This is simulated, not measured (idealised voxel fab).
The following process module bears the name voxel trench capacitor.
The cross-section on display is named cut; it measures 280 nm wide, and its cells are 5 nm squares.
In this document a cross-section is written as a grid of square cells. It is given as a series of bands, listed from the top down, and a band is one or more rows of cells.
Band: top height; bottom height; in nm. Then, left to right: material with width in nm, for each material. "everywhere": a single material spanning edge to edge. "blank": empty space.
All heights in this document are referenced to 0, defined as the level beneath which the wafer, as received, consists entirely of one material. The lowest band is not bounded below; it extends indefinitely downward and is written in the form "0 nm and below".
Top row gets the first number, bottom row gets the second, and each row in between changes by the same step: that is how a band width like "30 to 40" works.
No cell of the cross-section changed in a step that is given as "nothing different".
The entry "Unvented voids" lists the empty spaces that cover at least 8 cells and have no open path to the top. Each is written as width x height at distance, where the distance is measured from the left edge and all three values are in nm.
What comes after the settings on a step's line is commentary from the simulator itself on that step.
overlay nm: on a step with a mask, how far right of its planned place the mask lay; negative means left.
[Planned process steps]
1,RECEIVE (material Si)
2,CONFORMAL_DEP (material SiN; thk nm 10)
3,DIRECTIONAL_DEP (material aC; thk nm 15)
4,PATTERN (tone open; mask id TRENCH; material resist; width nm 30; pitch nm 45; thk nm 35; overlay nm 0)
5,DIRECTIONAL_ETCH (etch materials aC; depth nm 15)
6,STRIP (etch materials resist)
7,DIRECTIONAL_ETCH (etch materials SiN; depth nm 10)
8,DIRECTIONAL_ETCH (etch materials Si; depth nm 30)
9,STRIP (etch materials aC)
10,CONFORMAL_DEP (material HfO2; thk nm 5)
11,CONFORMAL_DEP (material TiN; thk nm 5)
12,FILL_DEP (material W; thk nm 10)
13,CMP (height nm 10)
[As received (post step 1): cross-section]
- 0 nm and below = Si everywhere
- Unvented voids: none
[Wafer cross-section at end of module: start and plan as shown above, one execution error]
- 10 nm to 5 nm = 105 HfO2 | 5 TiN | 10 W | 5 TiN | 25 HfO2 | 5 TiN | 10 W | 5 TiN | 110 HfO2
- 5 nm to 0 nm = 100 SiN | 5 HfO2 | 5 TiN | 10 W | 5 TiN | 5 HfO2 | 15 SiN | 5 HfO2 | 5 TiN | 10 W | 5 TiN | 5 HfO2 | 105 SiN
- 0 nm to -20 nm = 100 Si | 5 HfO2 | 5 TiN | 10 W | 5 TiN | 5 HfO2 | 15 Si | 5 HfO2 | 5 TiN | 10 W | 5 TiN | 5 HfO2 | 105 Si
- -20 nm to -25 nm = 100 Si | 5 HfO2 | 20 TiN | 5 HfO2 | 15 Si | 5 HfO2 | 20 TiN | 5 HfO2 | 105 Si
- -25 nm to -30 nm = 100 Si | 30 HfO2 | 15 Si | 30 HfO2 | 105 Si
- -30 nm and below = Si everywhere
- Unvented voids: none
What broke from the plan during processing? in deviation from the planned setting, step 2 was conducted as CONFORMAL_DEP (material SiN; thk nm 5)
